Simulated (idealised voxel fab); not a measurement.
The following is a process module called voxel transistor to metal.
The figure presents cross-section cut, which has a width of 170 nm and is divided into square cells with an edge length of 5 nm.
For the purposes of this document, a cross-section shall be understood as a grid of square cells, specified as bands listed in top-to-bottom order, each band consisting of one or more rows of cells. Quick guide to a band line: top height, bottom height (nm) up front; then every material left to right with its width in nm. Only one material and it's marked "edge to edge"? Then it fills the band edge to edge. And "air" just means empty space. Where do heights start? At 0: under that level the wafer as delivered is made of one material only. And the lowest band has no floor; it just carries on downward, as in "0 down". The notation "30 to 40" denotes a width that varies across the rows of cells in the band, beginning at the first number in the top row, finishing at the second number in the bottom row, and changing by an identical amount from each row to the next. Where a step carries "all unchanged", the cross-section came out of it unchanged, cell for cell. "Sealed void listing": empty spaces of 8 cells or more with no open way to the top, each given as width x height at distance, distance from the left edge, all in nm. Where a step's line continues beyond its settings, the continuation is a remark by the simulator itself on that step. overlay nm: mask offset rightward from planned place, masked step; negative means leftward offset.
-- Process steps (planned)
1: RECEIVE [material Si]
2: OXIDIZE [depth nm 5]
3: CONFORMAL_DEP [material SiN] [thk nm 10]
4: MASKED_ETCH [tone cover] [mask id ACTIVE] [width nm 125] [etch materials SiN] [depth nm 10] [overlay nm 0]
5: MASKED_ETCH [tone cover] [mask id ACTIVE] [width nm 125] [etch materials SiO2] [depth nm 5] [overlay nm 0]
6: MASKED_ETCH [tone cover] [mask id ACTIVE] [width nm 125] [etch materials Si] [depth nm 25] [overlay nm 0]
7: OXIDIZE [depth nm 5]
8: FILL_DEP [material SiO2] [thk nm 15]
9: CMP [height nm 10]
10: SELECTIVE_ETCH [etch materials SiO2] [depth nm 5]
11: STRIP [etch materials SiN]
12: SELECTIVE_ETCH [etch materials SiO2] [depth nm 5]
13: OXIDIZE [depth nm 5]
14: DIRECTIONAL_DEP [material polySi] [thk nm 30]
15: DIRECTIONAL_DEP [material SiCN] [thk nm 10]
16: MASKED_ETCH [tone cover] [mask id GATE] [width nm 25] [etch materials SiCN] [depth nm 20] [overlay nm 0]
17: MASKED_ETCH [tone cover] [mask id GATE] [width nm 25] [etch materials polySi] [depth nm 40] [overlay nm 0]
18: CONFORMAL_DEP [material SiO2] [thk nm 5]
19: DIRECTIONAL_ETCH [etch materials SiO2] [depth nm 5]
20: CONFORMAL_DEP [material SiN] [thk nm 10]
21: DIRECTIONAL_ETCH [etch materials SiN] [depth nm 10]
22: DIRECTIONAL_ETCH [etch materials SiO2] [depth nm 5]
23: DIRECTIONAL_ETCH [etch materials Si] [depth nm 10]
24: EPI [material pSi] [thk nm 15]
25: FILL_DEP [material SiO2] [thk nm 5]
26: CMP [height nm 35]
27: DIRECTIONAL_DEP [material SiO2] [thk nm 10]
28: PATTERN [tone open] [mask id CONTACT] [material resist] [width nm 35] [pitch nm 70] [thk nm 20] [overlay nm 0]
29: DIRECTIONAL_ETCH [etch materials SiO2] [depth nm 40]
30: STRIP [etch materials resist]
31: CONFORMAL_DEP [material TiN] [thk nm 5]
32: FILL_DEP [material W] [thk nm 10]
33: CMP [height nm 45]
34: CONFORMAL_DEP [material SiN] [thk nm 5]
35: DIRECTIONAL_DEP [material lowk] [thk nm 25]
36: DIRECTIONAL_DEP [material aC] [thk nm 15]
37: PATTERN [tone open] [mask id METAL_1] [material resist] [width nm 20] [pitch nm 85] [thk nm 30] [overlay nm 0]
38: DIRECTIONAL_ETCH [etch materials aC] [depth nm 15]
39: STRIP [etch materials resist]
40: DIRECTIONAL_ETCH [etch materials lowk] [depth nm 25]
41: DIRECTIONAL_ETCH [etch materials SiN] [depth nm 5]
42: STRIP [etch materials aC]
43: CONFORMAL_DEP [material TiN] [thk nm 5]
44: FILL_DEP [material Ru] [thk nm 5]
45: CMP [height nm 75]
46: CONFORMAL_DEP [material SiCN] [thk nm 5]
47: DIRECTIONAL_DEP [material lowk] [thk nm 25]
48: MASKED_ETCH [tone open] [mask id METAL_2] [width nm 20] [pitch nm 85] [etch materials lowk] [depth nm 15] [overlay nm 0]
49: MASKED_ETCH [tone open] [mask id METAL_2_HOLES] [width nm 15] [pitch nm 85] [etch materials lowk] [depth nm 10] [overlay nm 0]
50: MASKED_ETCH [tone open] [mask id METAL_2_HOLES] [width nm 15] [pitch nm 85] [etch materials SiCN] [depth nm 5] [overlay nm 0]
51: CONFORMAL_DEP [material TiN] [thk nm 5]
52: FILL_DEP [material Cu] [thk nm 10]
53: CMP [height nm 105]
54: CONFORMAL_DEP [material SiCN] [thk nm 5]
-- first wafer, as planned
-- Cross-section of the wafer at receipt, which is the condition after step 1
* 0 down: Si edge to edge
* Sealed void listing: none
-- The wafer, seen in cross-section, after step 2
* 0 to -5: SiO2 edge to edge
* For the remainder of the cross-section, below -5, there is no change.
-- The wafer, seen in cross-section, after step 3
* 10 to 0: SiN edge to edge
* For the remainder of the cross-section, below 0, there is no change.
-- The wafer, seen in cross-section, after step 4
* 10 to 0: air: 20, SiN: 125, air: 25
* For the remainder of the cross-section, below 0, there is no change.
-- The wafer, seen in cross-section, after step 5
* 10 to 0: air: 20, SiN: 125, air: 25
* 0 to -5: air: 20, SiO2: 125, air: 25
* For the remainder of the cross-section, below -5, there is no change.
-- The wafer, seen in cross-section, after step 6
* 10 to 0: air: 20, SiN: 125, air: 25
* 0 to -5: air: 20, SiO2: 125, air: 25
* -5 to -30: air: 20, Si: 125, air: 25
* For the remainder of the cross-section, below -30, there is no change.
-- The wafer, seen in cross-section, after step 7
* 10 to 0: air: 20, SiN: 125, air: 25
* 0 to -5: air: 20, SiO2: 125, air: 25
* -5 to -30: air: 20, SiO2: 5, Si: 115, SiO2: 5, air: 25
* -30 to -35: SiO2: 25, Si: 115, SiO2: 30
* For the remainder of the cross-section, below -35, there is no change.
-- The wafer, seen in cross-section, after step 8
* 25 to 10: SiO2 edge to edge
* 10 to 0: SiO2: 20, SiN: 125, SiO2: 25
* 0 to -5: SiO2 edge to edge
* -5 to -35: SiO2: 25, Si: 115, SiO2: 30
* For the remainder of the cross-section, below -35, there is no change.
-- The wafer, seen in cross-section, after step 9
* 10 to 0: SiO2: 20, SiN: 125, SiO2: 25
* For the remainder of the cross-section, below 0, there is no change.
-- The wafer, seen in cross-section, after step 10
* 10 to 5: air: 20, SiN: 125, air: 25
* For the remainder of the cross-section, below 5, there is no change.
-- The wafer, seen in cross-section, after step 11
* 5 to 0: SiO2: 20, air: 125, SiO2: 25
* For the remainder of the cross-section, below 0, there is no change.
-- The wafer, seen in cross-section, after step 12
* 0 to -5: SiO2: 15, air: 135, SiO2: 20
* For the remainder of the cross-section, below -5, there is no change.
-- The wafer, seen in cross-section, after step 13
* 0 to -5: SiO2: 15, air: 135, SiO2: 20
* -5 to -10: SiO2 edge to edge
* For the remainder of the cross-section, below -10, there is no change.
-- The wafer, seen in cross-section, after step 14
* 30 to 25: polySi: 15, air: 135, polySi: 20
* 25 to 0: polySi edge to edge
* 0 to -5: SiO2: 15, polySi: 135, SiO2: 20
* For the remainder of the cross-section, below -5, there is no change.
-- The wafer, seen in cross-section, after step 15
* 40 to 35: SiCN: 15, air: 135, SiCN: 20
* 35 to 30: SiCN edge to edge
* 30 to 25: polySi: 15, SiCN: 135, polySi: 20
* For the remainder of the cross-section, below 25, there is no change.
-- The wafer, seen in cross-section, after step 16
* 35 to 30: air: 70, SiCN: 25, air: 75
* 30 to 25: polySi: 15, air: 55, SiCN: 25, air: 55, polySi: 20
* For the remainder of the cross-section, below 25, there is no change.
-- The wafer, seen in cross-section, after step 17
* 35 to 25: air: 70, SiCN: 25, air: 75
* 25 to 0: air: 70, polySi: 25, air: 75
* 0 to -5: SiO2: 15, air: 55, polySi: 25, air: 55, SiO2: 20
* For the remainder of the cross-section, below -5, there is no change.
-- The wafer, seen in cross-section, after step 18
* 40 to 35: air: 65, SiO2: 35, air: 70
* 35 to 25: air: 65, SiO2: 5, SiCN: 25, SiO2: 5, air: 70
* 25 to 5: air: 65, SiO2: 5, polySi: 25, SiO2: 5, air: 70
* 5 to 0: SiO2: 20, air: 45, SiO2: 5, polySi: 25, SiO2: 5, air: 45, SiO2: 25
* 0 to -5: SiO2: 70, polySi: 25, SiO2: 75
* For the remainder of the cross-section, below -5, there is no change.
-- The wafer, seen in cross-section, after step 19
* 35 to 25: air: 65, SiO2: 5, SiCN: 25, SiO2: 5, air: 70
* 25 to 0: air: 65, SiO2: 5, polySi: 25, SiO2: 5, air: 70
* 0 to -5: SiO2: 20, air: 45, SiO2: 5, polySi: 25, SiO2: 5, air: 45, SiO2: 25
* For the remainder of the cross-section, below -5, there is no change.
-- The wafer, seen in cross-section, after step 20
* 45 to 35: air: 55, SiN: 55, air: 60
* 35 to 25: air: 55, SiN: 10, SiO2: 5, SiCN: 25, SiO2: 5, SiN: 10, air: 60
* 25 to 10: air: 55, SiN: 10, SiO2: 5, polySi: 25, SiO2: 5, SiN: 10, air: 60
* 10 to 5: SiN: 30, air: 25, SiN: 10, SiO2: 5, polySi: 25, SiO2: 5, SiN: 10, air: 25, SiN: 35
* 5 to 0: SiN: 65, SiO2: 5, polySi: 25, SiO2: 5, SiN: 70
* 0 to -5: SiO2: 20, SiN: 45, SiO2: 5, polySi: 25, SiO2: 5, SiN: 45, SiO2: 25
* For the remainder of the cross-section, below -5, there is no change.
-- The wafer, seen in cross-section, after step 21
* 35 to 25: air: 55, SiN: 10, SiO2: 5, SiCN: 25, SiO2: 5, SiN: 10, air: 60
* 25 to 0: air: 55, SiN: 10, SiO2: 5, polySi: 25, SiO2: 5, SiN: 10, air: 60
* 0 to -5: SiO2: 20, SiN: 10, air: 25, SiN: 10, SiO2: 5, polySi: 25, SiO2: 5, SiN: 10, air: 25, SiN: 10, SiO2: 25
* For the remainder of the cross-section, below -5, there is no change.
-- The wafer, seen in cross-section, after step 22
* 35 to 30: air: 55, SiN: 10, air: 5, SiCN: 25, air: 5, SiN: 10, air: 60
* 30 to 25: air: 55, SiN: 10, SiO2: 5, SiCN: 25, SiO2: 5, SiN: 10, air: 60
* 25 to 0: air: 55, SiN: 10, SiO2: 5, polySi: 25, SiO2: 5, SiN: 10, air: 60
* 0 to -5: air: 20, SiN: 10, air: 25, SiN: 10, SiO2: 5, polySi: 25, SiO2: 5, SiN: 10, air: 25, SiN: 10, air: 25
* -5 to -10: SiO2: 30, air: 25, SiO2: 55, air: 25, SiO2: 35
* For the remainder of the cross-section, below -10, there is no change.
-- The wafer, seen in cross-section, after step 23
* 35 to 30: air: 55, SiN: 10, air: 5, SiCN: 25, air: 5, SiN: 10, air: 60
* 30 to 25: air: 55, SiN: 10, SiO2: 5, SiCN: 25, SiO2: 5, SiN: 10, air: 60
* 25 to 0: air: 55, SiN: 10, SiO2: 5, polySi: 25, SiO2: 5, SiN: 10, air: 60
* 0 to -5: air: 20, SiN: 10, air: 25, SiN: 10, SiO2: 5, polySi: 25, SiO2: 5, SiN: 10, air: 25, SiN: 10, air: 25
* -5 to -10: SiO2: 30, air: 25, SiO2: 55, air: 25, SiO2: 35
* -10 to -20: SiO2: 25, Si: 5, air: 25, Si: 55, air: 25, Si: 5, SiO2: 30
* For the remainder of the cross-section, below -20, there is no change.
-- The wafer, seen in cross-section, after step 24
* 35 to 30: air: 55, SiN: 10, air: 5, SiCN: 25, air: 5, SiN: 10, air: 60
* 30 to 25: air: 55, SiN: 10, SiO2: 5, SiCN: 25, SiO2: 5, SiN: 10, air: 60
* 25 to 5: air: 55, SiN: 10, SiO2: 5, polySi: 25, SiO2: 5, SiN: 10, air: 60
* 5 to 0: air: 25, pSi: 30, SiN: 10, SiO2: 5, polySi: 25, SiO2: 5, SiN: 10, pSi: 30, air: 30
* 0 to -5: air: 20, SiN: 10, pSi: 25, SiN: 10, SiO2: 5, polySi: 25, SiO2: 5, SiN: 10, pSi: 25, SiN: 10, air: 25
* -5 to -10: SiO2: 30, pSi: 25, SiO2: 55, pSi: 25, SiO2: 35
* -10 to -20: SiO2: 25, Si: 5, pSi: 25, Si: 55, pSi: 25, Si: 5, SiO2: 30
* For the remainder of the cross-section, below -20, there is no change.
-- The wafer, seen in cross-section, after step 25
* 40 to 35: SiO2 edge to edge
* 35 to 25: SiO2: 55, SiN: 10, SiO2: 5, SiCN: 25, SiO2: 5, SiN: 10, SiO2: 60
* 25 to 5: SiO2: 55, SiN: 10, SiO2: 5, polySi: 25, SiO2: 5, SiN: 10, SiO2: 60
* 5 to 0: SiO2: 25, pSi: 30, SiN: 10, SiO2: 5, polySi: 25, SiO2: 5, SiN: 10, pSi: 30, SiO2: 30
* 0 to -5: SiO2: 20, SiN: 10, pSi: 25, SiN: 10, SiO2: 5, polySi: 25, SiO2: 5, SiN: 10, pSi: 25, SiN: 10, SiO2: 25
* For the remainder of the cross-section, below -5, there is no change.
-- The wafer, seen in cross-section, after step 26
* 35 to 25: SiO2: 55, SiN: 10, SiO2: 5, SiCN: 25, SiO2: 5, SiN: 10, SiO2: 60
* For the remainder of the cross-section, below 25, there is no change.
-- The wafer, seen in cross-section, after step 27
* 45 to 35: SiO2 edge to edge
* For the remainder of the cross-section, below 35, there is no change.
-- The wafer, seen in cross-section, after step 28
* 65 to 45: resist: 30, air: 35, resist: 35, air: 35, resist: 35
* For the remainder of the cross-section, below 45, there is no change.
-- The wafer, seen in cross-section, after step 29
* 65 to 45: resist: 30, air: 35, resist: 35, air: 35, resist: 35
* 45 to 35: SiO2: 30, air: 35, SiO2: 35, air: 35, SiO2: 35
* 35 to 25: SiO2: 30, air: 25, SiN: 10, SiO2: 5, SiCN: 25, SiO2: 5, SiN: 10, air: 25, SiO2: 35
* 25 to 5: SiO2: 30, air: 25, SiN: 10, SiO2: 5, polySi: 25, SiO2: 5, SiN: 10, air: 25, SiO2: 35
* For the remainder of the cross-section, below 5, there is no change.
-- The wafer, seen in cross-section, after step 30
* 45 to 35: SiO2: 30, air: 35, SiO2: 35, air: 35, SiO2: 35
* For the remainder of the cross-section, below 35, there is no change.
-- The wafer, seen in cross-section, after step 31
* 50 to 45: TiN: 35, air: 25, TiN: 45, air: 25, TiN: 40
* 45 to 35: SiO2: 30, TiN: 5, air: 25 to 15, TiN: 5 to 15, SiO2: 35, TiN: 5 to 15, air: 25 to 15, TiN: 5, SiO2: 35
* 35 to 25: SiO2: 30, TiN: 5, air: 15, TiN: 5, SiN: 10, SiO2: 5, SiCN: 25, SiO2: 5, SiN: 10, TiN: 5, air: 15, TiN: 5, SiO2: 35
* 25 to 10: SiO2: 30, TiN: 5, air: 15, TiN: 5, SiN: 10, SiO2: 5, polySi: 25, SiO2: 5, SiN: 10, TiN: 5, air: 15, TiN: 5, SiO2: 35
* 10 to 5: SiO2: 30, TiN: 25, SiN: 10, SiO2: 5, polySi: 25, SiO2: 5, SiN: 10, TiN: 25, SiO2: 35
* For the remainder of the cross-section, below 5, there is no change.
-- The wafer, seen in cross-section, after step 32
* 60 to 50: W edge to edge
* 50 to 45: TiN: 35, W: 25, TiN: 45, W: 25, TiN: 40
* 45 to 35: SiO2: 30, TiN: 5, W: 25 to 15, TiN: 5 to 15, SiO2: 35, TiN: 5 to 15, W: 25 to 15, TiN: 5, SiO2: 35
* 35 to 25: SiO2: 30, TiN: 5, W: 15, TiN: 5, SiN: 10, SiO2: 5, SiCN: 25, SiO2: 5, SiN: 10, TiN: 5, W: 15, TiN: 5, SiO2: 35
* 25 to 10: SiO2: 30, TiN: 5, W: 15, TiN: 5, SiN: 10, SiO2: 5, polySi: 25, SiO2: 5, SiN: 10, TiN: 5, W: 15, TiN: 5, SiO2: 35
* For the remainder of the cross-section, below 10, there is no change.
-- The wafer, seen in cross-section, after step 33
* 45 to 35: SiO2: 30, TiN: 5, W: 25 to 15, TiN: 5 to 15, SiO2: 35, TiN: 5 to 15, W: 25 to 15, TiN: 5, SiO2: 35
* For the remainder of the cross-section, below 35, there is no change.
-- The wafer, seen in cross-section, after step 34
* 50 to 45: SiN edge to edge
* For the remainder of the cross-section, below 45, there is no change.
-- The wafer, seen in cross-section, after step 35
* 75 to 50: lowk edge to edge
* For the remainder of the cross-section, below 50, there is no change.
-- The wafer, seen in cross-section, after step 36
* 90 to 75: aC edge to edge
* For the remainder of the cross-section, below 75, there is no change.
-- The wafer, seen in cross-section, after step 37
* 120 to 90: resist: 30, air: 20, resist: 65, air: 20, resist: 35
* For the remainder of the cross-section, below 90, there is no change.
-- The wafer, seen in cross-section, after step 38
* 105 to 90: resist: 30, air: 20, resist: 65, air: 20, resist: 35
* 90 to 75: aC: 30, air: 20, aC: 65, air: 20, aC: 35
* For the remainder of the cross-section, below 75, there is no change.
-- The wafer, seen in cross-section, after step 39
* 90 to 75: aC: 30, air: 20, aC: 65, air: 20, aC: 35
* For the remainder of the cross-section, below 75, there is no change.
-- The wafer, seen in cross-section, after step 40
* 90 to 75: aC: 30, air: 20, aC: 65, air: 20, aC: 35
* 75 to 50: lowk: 30, air: 20, lowk: 65, air: 20, lowk: 35
* For the remainder of the cross-section, below 50, there is no change.
-- The wafer, seen in cross-section, after step 41
* 90 to 75: aC: 30, air: 20, aC: 65, air: 20, aC: 35
* 75 to 50: lowk: 30, air: 20, lowk: 65, air: 20, lowk: 35
* 50 to 45: SiN: 30, air: 20, SiN: 65, air: 20, SiN: 35
* For the remainder of the cross-section, below 45, there is no change.
-- The wafer, seen in cross-section, after step 42
* 75 to 50: lowk: 30, air: 20, lowk: 65, air: 20, lowk: 35
* For the remainder of the cross-section, below 50, there is no change.
-- The wafer, seen in cross-section, after step 43
* 80 to 75: TiN: 35, air: 10, TiN: 75, air: 10, TiN: 40
* 75 to 50: lowk: 30, TiN: 5, air: 10, TiN: 5, lowk: 65, TiN: 5, air: 10, TiN: 5, lowk: 35
* 50 to 45: SiN: 30, TiN: 20, SiN: 65, TiN: 20, SiN: 35
* For the remainder of the cross-section, below 45, there is no change.
-- The wafer, seen in cross-section, after step 44
* 85 to 80: Ru edge to edge
* 80 to 75: TiN: 35, Ru: 10, TiN: 75, Ru: 10, TiN: 40
* 75 to 50: lowk: 30, TiN: 5, Ru: 10, TiN: 5, lowk: 65, TiN: 5, Ru: 10, TiN: 5, lowk: 35
* For the remainder of the cross-section, below 50, there is no change.
-- The wafer, seen in cross-section, after step 45
* 75 to 50: lowk: 30, TiN: 5, Ru: 10, TiN: 5, lowk: 65, TiN: 5, Ru: 10, TiN: 5, lowk: 35
* For the remainder of the cross-section, below 50, there is no change.
-- The wafer, seen in cross-section, after step 46
* 80 to 75: SiCN edge to edge
* For the remainder of the cross-section, below 75, there is no change.
-- The wafer, seen in cross-section, after step 47
* 105 to 80: lowk edge to edge
* For the remainder of the cross-section, below 80, there is no change.
-- The wafer, seen in cross-section, after step 48
* 105 to 90: lowk: 30, air: 20, lowk: 65, air: 20, lowk: 35
* For the remainder of the cross-section, below 90, there is no change.
-- The wafer, seen in cross-section, after step 49
* 105 to 90: lowk: 30, air: 20, lowk: 65, air: 20, lowk: 35
* 90 to 80: lowk: 30, air: 15, lowk: 70, air: 15, lowk: 40
* For the remainder of the cross-section, below 80, there is no change.
-- The wafer, seen in cross-section, after step 50
* 105 to 90: lowk: 30, air: 20, lowk: 65, air: 20, lowk: 35
* 90 to 80: lowk: 30, air: 15, lowk: 70, air: 15, lowk: 40
* 80 to 75: SiCN: 30, air: 15, SiCN: 70, air: 15, SiCN: 40
* For the remainder of the cross-section, below 75, there is no change.
-- The wafer, seen in cross-section, after step 51
* 110 to 105: TiN: 35, air: 10, TiN: 75, air: 10, TiN: 40
* 105 to 95: lowk: 30, TiN: 5, air: 10, TiN: 5, lowk: 65, TiN: 5, air: 10, TiN: 5, lowk: 35
* 95 to 90: lowk: 30, TiN: 5, air: 5, TiN: 10, lowk: 65, TiN: 5, air: 5, TiN: 10, lowk: 35
* 90 to 80: lowk: 30, TiN: 5, air: 5, TiN: 5, lowk: 70, TiN: 5, air: 5, TiN: 5, lowk: 40
* 80 to 75: SiCN: 30, TiN: 15, SiCN: 70, TiN: 15, SiCN: 40
* For the remainder of the cross-section, below 75, there is no change.
-- The wafer, seen in cross-section, after step 52
* 120 to 110: Cu edge to edge
* 110 to 105: TiN: 35, Cu: 10, TiN: 75, Cu: 10, TiN: 40
* 105 to 95: lowk: 30, TiN: 5, Cu: 10, TiN: 5, lowk: 65, TiN: 5, Cu: 10, TiN: 5, lowk: 35
* 95 to 90: lowk: 30, TiN: 5, Cu: 5, TiN: 10, lowk: 65, TiN: 5, Cu: 5, TiN: 10, lowk: 35
* 90 to 80: lowk: 30, TiN: 5, Cu: 5, TiN: 5, lowk: 70, TiN: 5, Cu: 5, TiN: 5, lowk: 40
* For the remainder of the cross-section, below 80, there is no change.
-- The wafer, seen in cross-section, after step 53
* 105 to 95: lowk: 30, TiN: 5, Cu: 10, TiN: 5, lowk: 65, TiN: 5, Cu: 10, TiN: 5, lowk: 35
* For the remainder of the cross-section, below 95, there is no change.
-- The wafer, seen in cross-section, after step 54
* 110 to 105: SiCN edge to edge
* For the remainder of the cross-section, below 105, there is no change.
-- Second wafer - shared start and plan with the first - one error in running - same as the first up to step 27 inclusive
-- Second wafer cross-section, taken as of the time the plan sets for step 28 to be done
* 65 to 45: resist: 25, air: 45, resist: 25, air: 45, resist: 30
* For the remainder of the cross-section, below 45, there is no change.
-- Second wafer cross-section, taken as of the time the plan sets for step 29 to be done
* 65 to 45: resist: 25, air: 45, resist: 25, air: 45, resist: 30
* 45 to 35: SiO2: 25, air: 45, SiO2: 25, air: 45, SiO2: 30
* 35 to 25: SiO2: 25, air: 30, SiN: 10, air: 5, SiCN: 25, air: 5, SiN: 10, air: 30, SiO2: 30
* 25 to 5: SiO2: 25, air: 30, SiN: 10, air: 5, polySi: 25, air: 5, SiN: 10, air: 30, SiO2: 30
* For the remainder of the cross-section, below 5, there is no change.
-- Second wafer cross-section, taken as of the time the plan sets for step 30 to be done
* 45 to 35: SiO2: 25, air: 45, SiO2: 25, air: 45, SiO2: 30
* For the remainder of the cross-section, below 35, there is no change.
-- Second wafer cross-section, taken as of the time the plan sets for step 31 to be done
* 50 to 45: TiN: 30, air: 35, TiN: 35, air: 35, TiN: 35
* 45 to 35: SiO2: 25, TiN: 5, air: 35 to 20, TiN: 5 to 20, SiO2: 25, TiN: 5 to 20, air: 35 to 20, TiN: 5, SiO2: 30
* 35 to 25: SiO2: 25, TiN: 5, air: 20, TiN: 5, SiN: 10, TiN: 5, SiCN: 25, TiN: 5, SiN: 10, TiN: 5, air: 20, TiN: 5, SiO2: 30
* 25 to 10: SiO2: 25, TiN: 5, air: 20, TiN: 5, SiN: 10, TiN: 5, polySi: 25, TiN: 5, SiN: 10, TiN: 5, air: 20, TiN: 5, SiO2: 30
* 10 to 5: SiO2: 25, TiN: 30, SiN: 10, TiN: 5, polySi: 25, TiN: 5, SiN: 10, TiN: 30, SiO2: 30
* For the remainder of the cross-section, below 5, there is no change.
-- Second wafer cross-section, taken as of the time the plan sets for step 32 to be done
* 60 to 50: W edge to edge
* 50 to 45: TiN: 30, W: 35, TiN: 35, W: 35, TiN: 35
* 45 to 35: SiO2: 25, TiN: 5, W: 35 to 20, TiN: 5 to 20, SiO2: 25, TiN: 5 to 20, W: 35 to 20, TiN: 5, SiO2: 30
* 35 to 25: SiO2: 25, TiN: 5, W: 20, TiN: 5, SiN: 10, TiN: 5, SiCN: 25, TiN: 5, SiN: 10, TiN: 5, W: 20, TiN: 5, SiO2: 30
* 25 to 10: SiO2: 25, TiN: 5, W: 20, TiN: 5, SiN: 10, TiN: 5, polySi: 25, TiN: 5, SiN: 10, TiN: 5, W: 20, TiN: 5, SiO2: 30
* For the remainder of the cross-section, below 10, there is no change.
-- Second wafer cross-section, taken as of the time the plan sets for step 33 to be done
* 45 to 35: SiO2: 25, TiN: 5, W: 35 to 20, TiN: 5 to 20, SiO2: 25, TiN: 5 to 20, W: 35 to 20, TiN: 5, SiO2: 30
* For the remainder of the cross-section, below 35, there is no change.
-- Second wafer cross-section, taken as of the time the plan sets for step 34 to be done
* 50 to 45: SiN edge to edge
* For the remainder of the cross-section, below 45, there is no change.
-- Second wafer cross-section, taken as of the time the plan sets for step 35 to be done
* 75 to 50: lowk edge to edge
* For the remainder of the cross-section, below 50, there is no change.
-- Second wafer cross-section, taken as of the time the plan sets for step 36 to be done
* 90 to 75: aC edge to edge
* For the remainder of the cross-section, below 75, there is no change.
-- Second wafer cross-section, taken as of the time the plan sets for step 37 to be done
* 120 to 90: resist: 30, air: 20, resist: 65, air: 20, resist: 35
* For the remainder of the cross-section, below 90, there is no change.
-- Second wafer cross-section, taken as of the time the plan sets for step 38 to be done
* 105 to 90: resist: 30, air: 20, resist: 65, air: 20, resist: 35
* 90 to 75: aC: 30, air: 20, aC: 65, air: 20, aC: 35
* For the remainder of the cross-section, below 75, there is no change.
-- Second wafer cross-section, taken as of the time the plan sets for step 39 to be done
* 90 to 75: aC: 30, air: 20, aC: 65, air: 20, aC: 35
* For the remainder of the cross-section, below 75, there is no change.
-- Second wafer cross-section, taken as of the time the plan sets for step 40 to be done
* 90 to 75: aC: 30, air: 20, aC: 65, air: 20, aC: 35
* 75 to 50: lowk: 30, air: 20, lowk: 65, air: 20, lowk: 35
* For the remainder of the cross-section, below 50, there is no change.
-- Second wafer cross-section, taken as of the time the plan sets for step 41 to be done
* 90 to 75: aC: 30, air: 20, aC: 65, air: 20, aC: 35
* 75 to 50: lowk: 30, air: 20, lowk: 65, air: 20, lowk: 35
* 50 to 45: SiN: 30, air: 20, SiN: 65, air: 20, SiN: 35
* For the remainder of the cross-section, below 45, there is no change.
-- Second wafer cross-section, taken as of the time the plan sets for step 42 to be done
* 75 to 50: lowk: 30, air: 20, lowk: 65, air: 20, lowk: 35
* For the remainder of the cross-section, below 50, there is no change.
-- Second wafer cross-section, taken as of the time the plan sets for step 43 to be done
* 80 to 75: TiN: 35, air: 10, TiN: 75, air: 10, TiN: 40
* 75 to 50: lowk: 30, TiN: 5, air: 10, TiN: 5, lowk: 65, TiN: 5, air: 10, TiN: 5, lowk: 35
* 50 to 45: SiN: 30, TiN: 20, SiN: 65, TiN: 20, SiN: 35
* For the remainder of the cross-section, below 45, there is no change.
-- Second wafer cross-section, taken as of the time the plan sets for step 44 to be done
* 85 to 80: Ru edge to edge
* 80 to 75: TiN: 35, Ru: 10, TiN: 75, Ru: 10, TiN: 40
* 75 to 50: lowk: 30, TiN: 5, Ru: 10, TiN: 5, lowk: 65, TiN: 5, Ru: 10, TiN: 5, lowk: 35
* For the remainder of the cross-section, below 50, there is no change.
-- Second wafer cross-section, taken as of the time the plan sets for step 45 to be done
* 75 to 50: lowk: 30, TiN: 5, Ru: 10, TiN: 5, lowk: 65, TiN: 5, Ru: 10, TiN: 5, lowk: 35
* For the remainder of the cross-section, below 50, there is no change.
-- Second wafer cross-section, taken as of the time the plan sets for step 46 to be done
* 80 to 75: SiCN edge to edge
* For the remainder of the cross-section, below 75, there is no change.
-- Second wafer cross-section, taken as of the time the plan sets for step 47 to be done
* 105 to 80: lowk edge to edge
* For the remainder of the cross-section, below 80, there is no change.
-- Second wafer cross-section, taken as of the time the plan sets for step 48 to be done
* 105 to 90: lowk: 30, air: 20, lowk: 65, air: 20, lowk: 35
* For the remainder of the cross-section, below 90, there is no change.
-- Second wafer cross-section, taken as of the time the plan sets for step 49 to be done
* 105 to 90: lowk: 30, air: 20, lowk: 65, air: 20, lowk: 35
* 90 to 80: lowk: 30, air: 15, lowk: 70, air: 15, lowk: 40
* For the remainder of the cross-section, below 80, there is no change.
-- Second wafer cross-section, taken as of the time the plan sets for step 50 to be done
* 105 to 90: lowk: 30, air: 20, lowk: 65, air: 20, lowk: 35
* 90 to 80: lowk: 30, air: 15, lowk: 70, air: 15, lowk: 40
* 80 to 75: SiCN: 30, air: 15, SiCN: 70, air: 15, SiCN: 40
* For the remainder of the cross-section, below 75, there is no change.
-- Second wafer cross-section, taken as of the time the plan sets for step 51 to be done
* 110 to 105: TiN: 35, air: 10, TiN: 75, air: 10, TiN: 40
* 105 to 95: lowk: 30, TiN: 5, air: 10, TiN: 5, lowk: 65, TiN: 5, air: 10, TiN: 5, lowk: 35
* 95 to 90: lowk: 30, TiN: 5, air: 5, TiN: 10, lowk: 65, TiN: 5, air: 5, TiN: 10, lowk: 35
* 90 to 80: lowk: 30, TiN: 5, air: 5, TiN: 5, lowk: 70, TiN: 5, air: 5, TiN: 5, lowk: 40
* 80 to 75: SiCN: 30, TiN: 15, SiCN: 70, TiN: 15, SiCN: 40
* For the remainder of the cross-section, below 75, there is no change.
-- Second wafer cross-section, taken as of the time the plan sets for step 52 to be done
* 120 to 110: Cu edge to edge
* 110 to 105: TiN: 35, Cu: 10, TiN: 75, Cu: 10, TiN: 40
* 105 to 95: lowk: 30, TiN: 5, Cu: 10, TiN: 5, lowk: 65, TiN: 5, Cu: 10, TiN: 5, lowk: 35
* 95 to 90: lowk: 30, TiN: 5, Cu: 5, TiN: 10, lowk: 65, TiN: 5, Cu: 5, TiN: 10, lowk: 35
* 90 to 80: lowk: 30, TiN: 5, Cu: 5, TiN: 5, lowk: 70, TiN: 5, Cu: 5, TiN: 5, lowk: 40
* For the remainder of the cross-section, below 80, there is no change.
-- Second wafer cross-section, taken as of the time the plan sets for step 53 to be done
* 105 to 95: lowk: 30, TiN: 5, Cu: 10, TiN: 5, lowk: 65, TiN: 5, Cu: 10, TiN: 5, lowk: 35
* For the remainder of the cross-section, below 95, there is no change.
-- Second wafer cross-section, taken as of the time the plan sets for step 54 to be done
* 110 to 105: SiCN edge to edge
* For the remainder of the cross-section, below 105, there is no change.
Against the plan, the run slipped here: step 28 deviated from plan and actually ran as PATTERN [tone open] [mask id CONTACT] [material resist] [width nm 45] [pitch nm 70] [thk nm 20] [overlay nm 0]
Materials where the second wafer ends with more or fewer cells than the first: 32 fewer of SiO2; 16 more of TiN; 16 more of W
